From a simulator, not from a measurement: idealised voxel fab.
The name of this process module is voxel capacitor over wiring.
In the cross-section labelled cut, the width is 280 nm and each square cell is 5 nm.
Each cross-section below is a grid of square cells, stated as bands in top-down order, with one or more rows of cells making up each band. Per band: top height and bottom height in nm, followed by the left-to-right materials and their widths in nm; "all across" marks a single material spanning edge to edge, "air" marks empty space. A quick word on heights: they are counted from 0, and under that level the wafer as it came to us is one material throughout. The lowest band is different from the rest in having no bottom; it simply continues downward, written as in "0..down". Graded width ("30 to 40"): value in top row of band = first number; value in bottom row = second number; row-to-row change constant. Any step labelled "nothing different" changed none of the cells in the cross-section. Basically, "Trapped void list" tells you about the enclosed voids: empty spaces with no open way to the top, 8 cells or bigger, each written width x height at distance, where distance is from the left edge, all in nm. Formally, on a step line, whatever follows the settings is a remark that the simulator itself makes on the step. For masked steps, "overlay nm" on the step line gives how far right of plan the mask actually lay; a minus sign means it lay to the left.

SO HERE'S THE LINEUP OF PROCESS STEPS WE PLANNED
1) RECEIVE: material Si
2) CONFORMAL_DEP: material SiO2, thk nm 10
3) DIRECTIONAL_DEP: material TiN, thk nm 5
4) DIRECTIONAL_DEP: material Ru, thk nm 15
5) PATTERN: tone cover, mask id METAL_1, material resist, width nm 25, pitch nm 80, thk nm 20, overlay nm 0
6) DIRECTIONAL_ETCH: etch materials Ru, depth nm 15
7) DIRECTIONAL_ETCH: etch materials TiN, depth nm 5
8) STRIP: etch materials resist
9) CONFORMAL_DEP: material SiN, thk nm 5
10) FILL_DEP: material SiO2, thk nm 10
11) CMP: height nm 30
12) CONFORMAL_DEP: material SiCN, thk nm 5
13) DIRECTIONAL_DEP: material lowk, thk nm 10
14) DIRECTIONAL_DEP: material aC, thk nm 15
15) PATTERN: tone open, mask id PLUG_1, material resist, width nm 15, thk nm 35, overlay nm 0
16) DIRECTIONAL_ETCH: etch materials aC, depth nm 15
17) STRIP: etch materials resist
18) DIRECTIONAL_ETCH: etch materials lowk, depth nm 10
19) DIRECTIONAL_ETCH: etch materials SiCN, depth nm 5
20) STRIP: etch materials aC
21) CONFORMAL_DEP: material TiN, thk nm 5
22) FILL_DEP: material W, thk nm 10
23) CMP: height nm 45
24) DIRECTIONAL_DEP: material TiN, thk nm 10
25) DIRECTIONAL_DEP: material Al2O3, thk nm 5
26) DIRECTIONAL_DEP: material TiN, thk nm 10
27) PATTERN: tone cover, mask id UPPER_PLATE, material resist, width nm 60, thk nm 15, overlay nm 0
28) DIRECTIONAL_ETCH: etch materials TiN, depth nm 10
29) DIRECTIONAL_ETCH: etch materials Al2O3, depth nm 5
30) STRIP: etch materials resist
31) MASKED_ETCH: tone cover, mask id LOWER_PLATE, width nm 70, etch materials TiN, depth nm 10, overlay nm 0
32) FILL_DEP: material SiO2, thk nm 20
33) CMP: height nm 85
34) PATTERN: tone open, mask id PLUG_2, material resist, width nm 15, thk nm 15, overlay nm 0
35) DIRECTIONAL_ETCH: etch materials SiO2, depth nm 15
36) STRIP: etch materials resist
37) CONFORMAL_DEP: material TiN, thk nm 5
38) FILL_DEP: material Ru, thk nm 10
39) CMP: height nm 85
40) CONFORMAL_DEP: material SiCN, thk nm 5

CROSS-SECTION, INCOMING MATERIAL, AFTER STEP 1
    0..down = Si all across
    Trapped void list: none

WHAT THE WAFER LOOKS LIKE IN CROSS-SECTION AFTER THIS MODULE, WHEN IT STARTS AS SHOWN ABOVE AND FOLLOWS THE PLAN ABOVE BUT ONE MISTAKE IS MADE IN RUNNING IT
    90..85 = SiCN all across
    85..75 = SiO2 (110); TiN (5); Ru (5); TiN (5); SiO2 (155)
    75..70 = SiO2 (110); TiN (15); SiO2 (155)
    70..60 = SiO2 (95); TiN (60); SiO2 (125)
    60..55 = SiO2 (95); Al2O3 (60); SiO2 (125)
    55..45 = SiO2 (90); TiN (70); SiO2 (120)
    45..35 = lowk (95); TiN (5); W (5); TiN (5); lowk (170)
    35..30 = SiCN (95); TiN (15); SiCN (170)
    30..15 = SiO2 (80); SiN (5); Ru (25); SiN (5); SiO2 (45); SiN (5); Ru (25); SiN (5); SiO2 (85)
    15..10 = SiN (85); TiN (25); SiN (55); TiN (25); SiN (90)
    10..0 = SiO2 all across
    0..down = Si all across
    Trapped void list: none
What went wrong in running the wafer? contrary to plan, step 34 was performed as PATTERN: tone open, mask id PLUG_2, material resist, width nm 15, thk nm 15, overlay nm 5
